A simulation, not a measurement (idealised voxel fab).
The process module that follows is named voxel self aligned vias.
cross-section cut | 210 nm wide | cells 5 nm
Cross-section = grid of square cells, listed top down in bands; band = one or more rows.
Quick guide to a band line: top height, bottom height (nm) up front; then every material left to right with its width in nm. Only one material and it's marked "all across"? Then it fills the band edge to edge. And "blank" just means empty space.
Measure heights from 0. That's the level where, below it, the as-received wafer is all one material. The lowest band is bottomless and extends downward; write it as in "z 0 and below".
The notation "30->40" denotes a width that varies across the rows of cells in the band, beginning at the first number in the top row, finishing at the second number in the bottom row, and changing by an identical amount from each row to the next.
For the purposes of this document, the phrase "stayed the same" attached to a step denotes that no cell within the cross-section was modified by that step.
Empty spaces counting at least 8 cells and having no open way to the top are listed in "Voids, sealed". The notation width x height at distance is used for each, the distance being from the left edge and all three values in nm.
after a step's settings: what the simulator itself notes on the step
If you see "overlay nm" on a step's line and that step has a mask, it's telling you how far right of where it was planned the mask ended up; a negative number means it went left instead.

-- Process steps foreseen in the plan
step 1: RECEIVE: material Si
step 2: CONFORMAL_DEP: material SiO2, thk nm 10
step 3: CONFORMAL_DEP: material SiCN, thk nm 5
step 4: DIRECTIONAL_DEP: material lowk, thk nm 20
step 5: PATTERN: tone open, mask id LINES, material resist, width nm 30, pitch nm 55, thk nm 15, overlay nm 0
step 6: DIRECTIONAL_ETCH: etch materials lowk, depth nm 20
step 7: STRIP: etch materials resist
step 8: CONFORMAL_DEP: material TiN, thk nm 5
step 9: FILL_DEP: material Ru, thk nm 10
step 10: CMP: height nm 35
step 11: SELECTIVE_ETCH: etch materials W Ru TiN, depth nm 5
step 12: FILL_DEP: material SiN, thk nm 5
step 13: CMP: height nm 35
step 14: DIRECTIONAL_DEP: material lowk, thk nm 20
step 15: MASKED_ETCH: tone open, mask id VIAS, width nm 40, etch materials lowk, depth nm 20, overlay nm 0
step 16: MASKED_ETCH: tone open, mask id VIAS, width nm 40, etch materials SiN, depth nm 5, overlay nm 0
step 17: CONFORMAL_DEP: material TiN, thk nm 5
step 18: FILL_DEP: material W, thk nm 10
step 19: CMP: height nm 55
step 20: CONFORMAL_DEP: material SiN, thk nm 5

-- First out of two wafers; run went to plan

-- Incoming wafer, cross-sectional view, post step 1
	z 0 and below  Si all across
	Voids, sealed: none

-- You're looking at a cross-section of the wafer after step 2
	z 10 to 0  SiO2 all across
	At heights below 0, the structure remains unaltered.

-- You're looking at a cross-section of the wafer after step 3
	z 15 to 10  SiCN all across
	At heights below 10, the structure remains unaltered.

-- You're looking at a cross-section of the wafer after step 4
	z 35 to 15  lowk all across
	At heights below 15, the structure remains unaltered.

-- You're looking at a cross-section of the wafer after step 5
	z 50 to 35  resist 60 nm, blank 30 nm, resist 25 nm, blank 30 nm, resist 65 nm
	At heights below 35, the structure remains unaltered.

-- You're looking at a cross-section of the wafer after step 6
	z 50 to 35  resist 60 nm, blank 30 nm, resist 25 nm, blank 30 nm, resist 65 nm
	z 35 to 15  lowk 60 nm, blank 30 nm, lowk 25 nm, blank 30 nm, lowk 65 nm
	At heights below 15, the structure remains unaltered.

-- You're looking at a cross-section of the wafer after step 7
	z 35 to 15  lowk 60 nm, blank 30 nm, lowk 25 nm, blank 30 nm, lowk 65 nm
	At heights below 15, the structure remains unaltered.

-- You're looking at a cross-section of the wafer after step 8
	z 40 to 35  TiN 65 nm, blank 20 nm, TiN 35 nm, blank 20 nm, TiN 70 nm
	z 35 to 20  lowk 60 nm, TiN 5 nm, blank 20 nm, TiN 5 nm, lowk 25 nm, TiN 5 nm, blank 20 nm, TiN 5 nm, lowk 65 nm
	z 20 to 15  lowk 60 nm, TiN 30 nm, lowk 25 nm, TiN 30 nm, lowk 65 nm
	At heights below 15, the structure remains unaltered.

-- You're looking at a cross-section of the wafer after step 9
	z 50 to 40  Ru all across
	z 40 to 35  TiN 65 nm, Ru 20 nm, TiN 35 nm, Ru 20 nm, TiN 70 nm
	z 35 to 20  lowk 60 nm, TiN 5 nm, Ru 20 nm, TiN 5 nm, lowk 25 nm, TiN 5 nm, Ru 20 nm, TiN 5 nm, lowk 65 nm
	At heights below 20, the structure remains unaltered.

-- You're looking at a cross-section of the wafer after step 10
	z 35 to 20  lowk 60 nm, TiN 5 nm, Ru 20 nm, TiN 5 nm, lowk 25 nm, TiN 5 nm, Ru 20 nm, TiN 5 nm, lowk 65 nm
	At heights below 20, the structure remains unaltered.

-- You're looking at a cross-section of the wafer after step 11
	z 35 to 30  lowk 60 nm, blank 30 nm, lowk 25 nm, blank 30 nm, lowk 65 nm
	At heights below 30, the structure remains unaltered.

-- You're looking at a cross-section of the wafer after step 12
	z 40 to 35  SiN all across
	z 35 to 30  lowk 60 nm, SiN 30 nm, lowk 25 nm, SiN 30 nm, lowk 65 nm
	At heights below 30, the structure remains unaltered.

-- You're looking at a cross-section of the wafer after step 13
	z 35 to 30  lowk 60 nm, SiN 30 nm, lowk 25 nm, SiN 30 nm, lowk 65 nm
	At heights below 30, the structure remains unaltered.

-- You're looking at a cross-section of the wafer after step 14
	z 55 to 35  lowk all across
	At heights below 35, the structure remains unaltered.

-- You're looking at a cross-section of the wafer after step 15
	z 55 to 35  lowk 55 nm, blank 40 nm, lowk 115 nm
	At heights below 35, the structure remains unaltered.

-- You're looking at a cross-section of the wafer after step 16
	z 55 to 35  lowk 55 nm, blank 40 nm, lowk 115 nm
	z 35 to 30  lowk 60 nm, blank 30 nm, lowk 25 nm, SiN 30 nm, lowk 65 nm
	At heights below 30, the structure remains unaltered.

-- You're looking at a cross-section of the wafer after step 17
	z 60 to 55  TiN 60 nm, blank 30 nm, TiN 120 nm
	z 55 to 40  lowk 55 nm, TiN 5 nm, blank 30 nm, TiN 5 nm, lowk 115 nm
	z 40 to 35  lowk 55 nm, TiN 10 nm, blank 20 nm, TiN 10 nm, lowk 115 nm
	z 35 to 30  lowk 60 nm, TiN 30 nm, lowk 25 nm, SiN 30 nm, lowk 65 nm
	At heights below 30, the structure remains unaltered.

-- You're looking at a cross-section of the wafer after step 18
	z 70 to 60  W all across
	z 60 to 55  TiN 60 nm, W 30 nm, TiN 120 nm
	z 55 to 40  lowk 55 nm, TiN 5 nm, W 30 nm, TiN 5 nm, lowk 115 nm
	z 40 to 35  lowk 55 nm, TiN 10 nm, W 20 nm, TiN 10 nm, lowk 115 nm
	At heights below 35, the structure remains unaltered.

-- You're looking at a cross-section of the wafer after step 19
	z 55 to 40  lowk 55 nm, TiN 5 nm, W 30 nm, TiN 5 nm, lowk 115 nm
	At heights below 40, the structure remains unaltered.

-- You're looking at a cross-section of the wafer after step 20
	z 60 to 55  SiN all across
	At heights below 55, the structure remains unaltered.

-- Notes, second wafer: start = first wafer's, plan = first wafer's, execution had one mistake; history identical to first through step 4

-- Look at the second wafer in cross-section at the time step 5 ought to have finished
	z 50 to 35  blank 60 nm, resist 30 nm, blank 25 nm, resist 30 nm, blank 65 nm
	At heights below 35, the structure remains unaltered.

-- Look at the second wafer in cross-section at the time step 6 ought to have finished
	z 50 to 35  blank 60 nm, resist 30 nm, blank 25 nm, resist 30 nm, blank 65 nm
	z 35 to 15  blank 60 nm, lowk 30 nm, blank 25 nm, lowk 30 nm, blank 65 nm
	At heights below 15, the structure remains unaltered.

-- Look at the second wafer in cross-section at the time step 7 ought to have finished
	z 35 to 15  blank 60 nm, lowk 30 nm, blank 25 nm, lowk 30 nm, blank 65 nm
	At heights below 15, the structure remains unaltered.

-- Look at the second wafer in cross-section at the time step 8 ought to have finished
	z 40 to 35  blank 55 nm, TiN 40 nm, blank 15 nm, TiN 40 nm, blank 60 nm
	z 35 to 20  blank 55 nm, TiN 5 nm, lowk 30 nm, TiN 5 nm, blank 15 nm, TiN 5 nm, lowk 30 nm, TiN 5 nm, blank 60 nm
	z 20 to 15  TiN 60 nm, lowk 30 nm, TiN 25 nm, lowk 30 nm, TiN 65 nm
	At heights below 15, the structure remains unaltered.

-- Look at the second wafer in cross-section at the time step 9 ought to have finished
	z 50 to 40  Ru all across
	z 40 to 35  Ru 55 nm, TiN 40 nm, Ru 15 nm, TiN 40 nm, Ru 60 nm
	z 35 to 20  Ru 55 nm, TiN 5 nm, lowk 30 nm, TiN 5 nm, Ru 15 nm, TiN 5 nm, lowk 30 nm, TiN 5 nm, Ru 60 nm
	At heights below 20, the structure remains unaltered.

-- Look at the second wafer in cross-section at the time step 10 ought to have finished
	z 35 to 20  Ru 55 nm, TiN 5 nm, lowk 30 nm, TiN 5 nm, Ru 15 nm, TiN 5 nm, lowk 30 nm, TiN 5 nm, Ru 60 nm
	At heights below 20, the structure remains unaltered.

-- Look at the second wafer in cross-section at the time step 11 ought to have finished
	z 35 to 30  blank 60 nm, lowk 30 nm, blank 25 nm, lowk 30 nm, blank 65 nm
	At heights below 30, the structure remains unaltered.

-- Look at the second wafer in cross-section at the time step 12 ought to have finished
	z 40 to 35  SiN all across
	z 35 to 30  SiN 60 nm, lowk 30 nm, SiN 25 nm, lowk 30 nm, SiN 65 nm
	At heights below 30, the structure remains unaltered.

-- Look at the second wafer in cross-section at the time step 13 ought to have finished
	z 35 to 30  SiN 60 nm, lowk 30 nm, SiN 25 nm, lowk 30 nm, SiN 65 nm
	At heights below 30, the structure remains unaltered.

-- Look at the second wafer in cross-section at the time step 14 ought to have finished
	z 55 to 35  lowk all across
	At heights below 35, the structure remains unaltered.

-- Look at the second wafer in cross-section at the time step 15 ought to have finished
	z 55 to 35  lowk 55 nm, blank 40 nm, lowk 115 nm
	At heights below 35, the structure remains unaltered.

-- Look at the second wafer in cross-section at the time step 16 ought to have finished
	z 55 to 35  lowk 55 nm, blank 40 nm, lowk 115 nm
	z 35 to 30  SiN 55 nm, blank 5 nm, lowk 30 nm, blank 5 nm, SiN 20 nm, lowk 30 nm, SiN 65 nm
	At heights below 30, the structure remains unaltered.

-- Look at the second wafer in cross-section at the time step 17 ought to have finished
	z 60 to 55  TiN 60 nm, blank 30 nm, TiN 120 nm
	z 55 to 40  lowk 55 nm, TiN 5 nm, blank 30 nm, TiN 5 nm, lowk 115 nm
	z 40 to 35  lowk 55 nm, TiN 40 nm, lowk 115 nm
	z 35 to 30  SiN 55 nm, TiN 5 nm, lowk 30 nm, TiN 5 nm, SiN 20 nm, lowk 30 nm, SiN 65 nm
	At heights below 30, the structure remains unaltered.

-- Look at the second wafer in cross-section at the time step 18 ought to have finished
	z 70 to 60  W all across
	z 60 to 55  TiN 60 nm, W 30 nm, TiN 120 nm
	z 55 to 40  lowk 55 nm, TiN 5 nm, W 30 nm, TiN 5 nm, lowk 115 nm
	At heights below 40, the structure remains unaltered.

-- Look at the second wafer in cross-section at the time step 19 ought to have finished
	z 55 to 40  lowk 55 nm, TiN 5 nm, W 30 nm, TiN 5 nm, lowk 115 nm
	At heights below 40, the structure remains unaltered.

-- Look at the second wafer in cross-section at the time step 20 ought to have finished
	z 60 to 55  SiN all across
	At heights below 55, the structure remains unaltered.
what went wrong: rather than as planned, step 5 actually ran as PATTERN: tone cover, mask id LINES, material resist, width nm 30, pitch nm 55, thk nm 15, overlay nm 0
Cell-count delta at end, second wafer over first, by material: Ru +36, SiN +22, TiN +18, W -4, lowk -72
